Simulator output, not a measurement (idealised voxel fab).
The process module presented herein is designated voxel transistor to metal.
Square cell edge 5 nm, section width 175 nm, ID cut.
Cross-section layout: square cells on a grid; listed as bands, top to bottom; a band spans one or more cell rows.
Band: top and bottom heights (nm) first, top before bottom; then materials from left to right, widths in nm. "throughout" marks a sole material filling the band edge to edge. "air" denotes empty space.
Basically, 0 is our baseline, since under it the wafer straight out of the box is all one material. The bottom band has no lower end and keeps on going down, so it looks like "top 0, no bottom".
The two numbers in a width such as "30->40" mark its ends across the band: the first belongs to the top row of cells, the second to the bottom row, and from each row to the next the width moves by the same amount.
Step note "nothing altered" = no cross-section cell changed.
Empty spaces without an open route to the top, at least 8 cells in extent, make up the entry "Trapped void list"; each is given as width x height at distance, where the distance is measured from the left edge, and all are in nm.
On a step's line, text after the settings is the simulator commenting on that step.
The line of a step may include "overlay nm". On a step with a mask, this value is how far to the right of its planned place the mask lay. A negative value means the mask lay to the left.
# Process steps - plan
1 RECEIVE [material Si]
2 OXIDIZE [depth nm 5]
3 CONFORMAL_DEP [material SiN] [thk nm 15]
4 MASKED_ETCH [tone cover] [mask id ACTIVE] [width nm 125] [etch materials SiN] [depth nm 15] [overlay nm 0]
5 MASKED_ETCH [tone cover] [mask id ACTIVE] [width nm 125] [etch materials SiO2] [depth nm 5] [overlay nm 0]
6 MASKED_ETCH [tone cover] [mask id ACTIVE] [width nm 125] [etch materials Si] [depth nm 20] [overlay nm 0]
7 OXIDIZE [depth nm 5]
8 FILL_DEP [material SiO2] [thk nm 5]
9 CMP [height nm 15]
10 SELECTIVE_ETCH [etch materials SiO2] [depth nm 10]
11 STRIP [etch materials SiN]
12 SELECTIVE_ETCH [etch materials SiO2] [depth nm 5]
13 OXIDIZE [depth nm 5]
14 DIRECTIONAL_DEP [material polySi] [thk nm 30]
15 DIRECTIONAL_DEP [material SiCN] [thk nm 15]
16 MASKED_ETCH [tone cover] [mask id GATE] [width nm 15] [etch materials SiCN] [depth nm 25] [overlay nm 0]
17 MASKED_ETCH [tone cover] [mask id GATE] [width nm 25] [etch materials polySi] [depth nm 40] [overlay nm 0]
18 CONFORMAL_DEP [material SiN] [thk nm 5]
19 DIRECTIONAL_ETCH [etch materials SiN] [depth nm 5]
20 DIRECTIONAL_ETCH [etch materials SiO2] [depth nm 5]
21 DIRECTIONAL_ETCH [etch materials Si] [depth nm 10]
22 EPI [material nSi] [thk nm 15]
23 FILL_DEP [material SiO2] [thk nm 5]
24 CMP [height nm 25]
25 STRIP [etch materials polySi]
26 SELECTIVE_ETCH [etch materials SiO2] [depth nm 5]
27 CONFORMAL_DEP [material HfO2] [thk nm 5]
28 CONFORMAL_DEP [material TiN] [thk nm 5]
29 FILL_DEP [material W] [thk nm 5]
30 CMP [height nm 20]
31 DIRECTIONAL_DEP [material SiO2] [thk nm 15]
32 DIRECTIONAL_DEP [material aC] [thk nm 10]
33 PATTERN [tone open] [mask id CONTACT] [material resist] [width nm 20] [pitch nm 85] [thk nm 30] [overlay nm 0]
34 DIRECTIONAL_ETCH [etch materials aC] [depth nm 10]
35 STRIP [etch materials resist]
36 DIRECTIONAL_ETCH [etch materials SiO2] [depth nm 40]
37 STRIP [etch materials aC]
38 CONFORMAL_DEP [material TiN] [thk nm 5]
39 FILL_DEP [material W] [thk nm 5]
40 CMP [height nm 35]
41 DIRECTIONAL_DEP [material TiN] [thk nm 5]
42 DIRECTIONAL_DEP [material Ru] [thk nm 15]
43 MASKED_ETCH [tone cover] [mask id METAL_1] [width nm 20] [pitch nm 85] [etch materials Ru] [depth nm 15] [overlay nm 0]
44 MASKED_ETCH [tone cover] [mask id METAL_1] [width nm 20] [pitch nm 85] [etch materials TiN] [depth nm 5] [overlay nm 0]
45 FILL_DEP [material SiO2] [thk nm 10]
46 CMP [height nm 55]
47 CONFORMAL_DEP [material SiCN] [thk nm 5]
48 DIRECTIONAL_DEP [material SiO2] [thk nm 25]
49 MASKED_ETCH [tone open] [mask id METAL_2_HOLES] [width nm 15] [pitch nm 85] [etch materials SiO2] [depth nm 25] [overlay nm 0]
50 DIRECTIONAL_DEP [material aC] [thk nm 15]
51 PATTERN [tone open] [mask id METAL_2] [material resist] [width nm 20] [pitch nm 85] [thk nm 35] [overlay nm 0]
52 DIRECTIONAL_ETCH [etch materials aC] [depth nm 15]
53 STRIP [etch materials resist]
54 DIRECTIONAL_ETCH [etch materials SiO2] [depth nm 15]
55 DIRECTIONAL_ETCH [etch materials SiCN] [depth nm 5]
56 STRIP [etch materials aC]
57 CONFORMAL_DEP [material TiN] [thk nm 5]
58 FILL_DEP [material Ru] [thk nm 5]
59 CMP [height nm 85]
60 CONFORMAL_DEP [material SiCN] [thk nm 5]
Split variable: width nm, step 16. Plan value = first wafer. Wafers start alike.
# After step 1, as received: first of several wafers, cross-section
top 0, no bottom = Si throughout
Trapped void list: none
# Cross-sectional representation of the first of several wafers at the end of the module, i.e. after its terminal step, step 60
top 90, bottom 85 = SiCN throughout
top 85, bottom 75 = 35 of SiO2, 5 of TiN, 10 of Ru, 5 of TiN, 65 of SiO2, 5 of TiN, 10 of Ru, 5 of TiN, 35 of SiO2
top 75, bottom 70 = 35 of SiO2, 5 of TiN, 5 of Ru, 10 of TiN, 65 of SiO2, 5 of TiN, 5 of Ru, 10 of TiN, 35 of SiO2
top 70, bottom 60 = 35 of SiO2, 5 of TiN, 5 of Ru, 5 of TiN, 70 of SiO2, 5 of TiN, 5 of Ru, 5 of TiN, 40 of SiO2
top 60, bottom 55 = 35 of SiCN, 15 of TiN, 70 of SiCN, 15 of TiN, 40 of SiCN
top 55, bottom 40 = 35 of SiO2, 20 of Ru, 65 of SiO2, 20 of Ru, 35 of SiO2
top 40, bottom 35 = 35 of SiO2, 20 of TiN, 65 of SiO2, 20 of TiN, 35 of SiO2
top 35, bottom 20 = 35 of SiO2, 5 of TiN, 10 of W, 5 of TiN, 65 of SiO2, 5 of TiN, 10 of W, 5 of TiN, 35 of SiO2
top 20, bottom 5 = 35 of SiO2, 5 of TiN, 10 of W, 5 of TiN, 15 of SiO2, 5 of SiN, 5 of HfO2, 5 of TiN, 5 of W, 5 of TiN, 5 of HfO2, 5 of SiN, 15 of SiO2, 5 of TiN, 10 of W, 5 of TiN, 35 of SiO2
top 5, bottom 0 = 35 of SiO2, 5 of TiN, 10 of W, 5 of TiN, 15 of nSi, 5 of SiN, 5 of HfO2, 5 of TiN, 5 of W, 5 of TiN, 5 of HfO2, 5 of SiN, 15 of nSi, 5 of TiN, 10 of W, 5 of TiN, 35 of SiO2
top 0, bottom -5 = 20 of SiO2, 5 of SiN, 10 of SiO2, 20 of TiN, 15 of nSi, 5 of SiN, 5 of HfO2, 15 of TiN, 5 of HfO2, 5 of SiN, 15 of nSi, 20 of TiN, 10 of SiO2, 5 of SiN, 20 of SiO2
top -5, bottom -10 = 25 of SiO2, 45 of nSi, 35 of HfO2, 45 of nSi, 25 of SiO2
top -10, bottom -20 = 30 of SiO2, 40 of nSi, 35 of Si, 40 of nSi, 30 of SiO2
top -20, bottom -30 = 30 of SiO2, 115 of Si, 30 of SiO2
top -30, no bottom = Si throughout
Trapped void list: none
# Last-wafer cross-section at the end of the module
top 90, bottom 85 = SiCN throughout
top 85, bottom 75 = 35 of SiO2, 5 of TiN, 10 of Ru, 5 of TiN, 65 of SiO2, 5 of TiN, 10 of Ru, 5 of TiN, 35 of SiO2
top 75, bottom 70 = 35 of SiO2, 5 of TiN, 5 of Ru, 10 of TiN, 65 of SiO2, 5 of TiN, 5 of Ru, 10 of TiN, 35 of SiO2
top 70, bottom 60 = 35 of SiO2, 5 of TiN, 5 of Ru, 5 of TiN, 70 of SiO2, 5 of TiN, 5 of Ru, 5 of TiN, 40 of SiO2
top 60, bottom 55 = 35 of SiCN, 15 of TiN, 70 of SiCN, 15 of TiN, 40 of SiCN
top 55, bottom 40 = 35 of SiO2, 20 of Ru, 65 of SiO2, 20 of Ru, 35 of SiO2
top 40, bottom 35 = 35 of SiO2, 20 of TiN, 65 of SiO2, 20 of TiN, 35 of SiO2
top 35, bottom 20 = 35 of SiO2, 5 of TiN, 10 of W, 5 of TiN, 65 of SiO2, 5 of TiN, 10 of W, 5 of TiN, 35 of SiO2
top 20, bottom 10 = 35 of SiO2, 5 of TiN, 10 of W, 5 of TiN, 10 of SiO2, 5 of SiN, 5 of HfO2, 5 of TiN, 20 of W, 5 of TiN, 5 of HfO2, 5 of SiN, 5 of SiO2, 5 of TiN, 10 of W, 5 of TiN, 35 of SiO2
top 10, bottom 5 = 35 of SiO2, 5 of TiN, 5 of W, 10 of TiN, 10 of SiO2, 5 of SiN, 5 of HfO2, 5 of TiN, 20 of W, 5 of TiN, 5 of HfO2, 5 of SiN, 5 of SiO2, 20 of TiN, 35 of SiO2
top 5, bottom 0 = 35 of SiO2, 5 of TiN, 5 of W, 5 of TiN, 15 of nSi, 5 of SiN, 5 of HfO2, 5 of TiN, 20 of W, 5 of TiN, 5 of HfO2, 5 of SiN, 15 of nSi, 10 of TiN, 35 of SiO2
top 0, bottom -5 = 20 of SiO2, 5 of SiN, 10 of SiO2, 15 of TiN, 15 of nSi, 5 of SiN, 5 of HfO2, 30 of TiN, 5 of HfO2, 5 of SiN, 15 of nSi, 10 of TiN, 10 of SiO2, 5 of SiN, 20 of SiO2
top -5, bottom -10 = 25 of SiO2, 40 of nSi, 50 of HfO2, 35 of nSi, 25 of SiO2
top -10, bottom -20 = 30 of SiO2, 35 of nSi, 50 of Si, 30 of nSi, 30 of SiO2
top -20, bottom -30 = 30 of SiO2, 115 of Si, 30 of SiO2
top -30, no bottom = Si throughout
Trapped void list: none
# So in this table every wafer gets its own row, and what you see is where it stands at the end of the module: for each material, how many cells it picked up (+) or gave up (-) since we received it, and after that its closed voids
width nm 15 | +17 HfO2 | +38 Ru | -150 Si | +64 SiCN | +12 SiN | +472 SiO2 | +83 TiN | +32 W | +62 nSi | Trapped void list: none
width nm 20 | +17 HfO2 | +38 Ru | -150 Si | +64 SiCN | +12 SiN | +472 SiO2 | +83 TiN | +32 W | +62 nSi | Trapped void list: none
width nm 25 | +17 HfO2 | +38 Ru | -150 Si | +64 SiCN | +12 SiN | +472 SiO2 | +83 TiN | +32 W | +62 nSi | Trapped void list: none
width nm 30 | +18 HfO2 | +38 Ru | -148 Si | +64 SiCN | +12 SiN | +469 SiO2 | +84 TiN | +34 W | +59 nSi | Trapped void list: none
width nm 35 | +19 HfO2 | +38 Ru | -146 Si | +64 SiCN | +12 SiN | +466 SiO2 | +85 TiN | +36 W | +56 nSi | Trapped void list: none
width nm 40 | +20 HfO2 | +38 Ru | -144 Si | +64 SiCN | +12 SiN | +463 SiO2 | +86 TiN | +38 W | +53 nSi | Trapped void list: none
